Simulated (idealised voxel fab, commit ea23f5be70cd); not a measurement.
The following process module bears the name voxel wiring stack.
Displayed cross-section: cut, width of 185 nm, square cells sized 5 nm.
Think of the cross-section as a grid of square cells. We describe it in bands, top to bottom, and each band covers one or more rows of those cells. First you get the band's top height and its bottom height, in nm, and then the materials it's made of, left to right, with each width in nm. If you see a single material with "full width", that one covers the band edge to edge. "air" is empty space. We count height from 0. Below that, the starting wafer is all one material. The lowest band never ends at the bottom but goes on down; see "z 0 and below" for how that is written. With a width like "30->40", each row of cells in the band differs from the next by the same amount, the top row carrying the first number and the bottom row the second. Step note "no change occurred" = no cross-section cell changed. The list in "Enclosed internal cavities" covers empty spaces of 8 cells or more that cannot reach the top through any open way, and it gives each as width x height at distance; the distance is from the left edge, and width, height and distance are in nm. Step line, after settings: the simulator's comment on this step. "overlay nm" denotes, for a step that has a mask, the displacement of the mask to the right of its planned place, with negative values corresponding to the left.
PROCESS STEPS (PLANNED)
1) RECEIVE with material Si
2) CONFORMAL_DEP with material SiO2, thk nm 10
3) CONFORMAL_DEP with material SiCN, thk nm 5
4) DIRECTIONAL_DEP with material SiO2, thk nm 20
5) DIRECTIONAL_DEP with material aC, thk nm 15
6) PATTERN with tone open, mask id METAL_1, material resist, width nm 30, pitch nm 50, thk nm 35, overlay nm 0
7) DIRECTIONAL_ETCH with etch materials aC, depth nm 15
8) STRIP with etch materials resist
9) DIRECTIONAL_ETCH with etch materials SiO2, depth nm 20
10) DIRECTIONAL_ETCH with etch materials SiCN, depth nm 5
11) STRIP with etch materials aC
12) CONFORMAL_DEP with material TiN, thk nm 5
13) FILL_DEP with material Ru, thk nm 5
14) CMP with height nm 35
15) CONFORMAL_DEP with material SiCN, thk nm 5
16) DIRECTIONAL_DEP with material lowk, thk nm 35
17) PATTERN with tone open, mask id METAL_2, material resist, width nm 30, pitch nm 50, thk nm 20, overlay nm 0
18) DIRECTIONAL_ETCH with etch materials lowk, depth nm 20
19) STRIP with etch materials resist
20) PATTERN with tone open, mask id METAL_2_HOLES, material resist, width nm 15, pitch nm 50, thk nm 15, overlay nm 0
21) DIRECTIONAL_ETCH with etch materials lowk, depth nm 15
22) DIRECTIONAL_ETCH with etch materials SiCN, depth nm 5
23) STRIP with etch materials resist
24) CONFORMAL_DEP with material TiN, thk nm 5
25) FILL_DEP with material Cu, thk nm 5
26) CMP with height nm 75
27) CONFORMAL_DEP with material SiN, thk nm 5
AS RECEIVED, AFTER STEP 1
* z 0 and below = Si full width
* Enclosed internal cavities: none
FINAL WAFER PROFILE IN CROSS-SECTION AFTER THE MODULE, FROM THE SAME START AND PLAN AS ABOVE, WITH ONE MISTAKE MADE DURING PROCESSING
* z 80 to 75 = SiN full width
* z 75 to 65 = Cu=60, then TiN=5, then lowk=15, then TiN=5, then Cu=25, then TiN=5, then lowk=15, then TiN=5, then Cu=50
* z 65 to 60 = Cu=45, then TiN=20, then lowk=15, then TiN=5, then Cu=10, then TiN=20, then lowk=15, then TiN=5, then Cu=50
* z 60 to 55 = TiN=50, then lowk=30, then TiN=20, then lowk=30, then TiN=55
* z 55 to 40 = lowk full width
* z 40 to 35 = SiCN full width
* z 35 to 15 = SiO2=50, then TiN=5, then Ru=20, then TiN=5, then SiO2=20, then TiN=5, then Ru=20, then TiN=5, then SiO2=55
* z 15 to 10 = SiCN=50, then TiN=30, then SiCN=20, then TiN=30, then SiCN=55
* z 10 to 0 = SiO2 full width
* z 0 and below = Si full width
* Enclosed internal cavities: none
Want to know what went wrong? step 17 did not happen as planned, as run it was PATTERN with tone cover, mask id METAL_2, material resist, width nm 30, pitch nm 50, thk nm 20, overlay nm 0
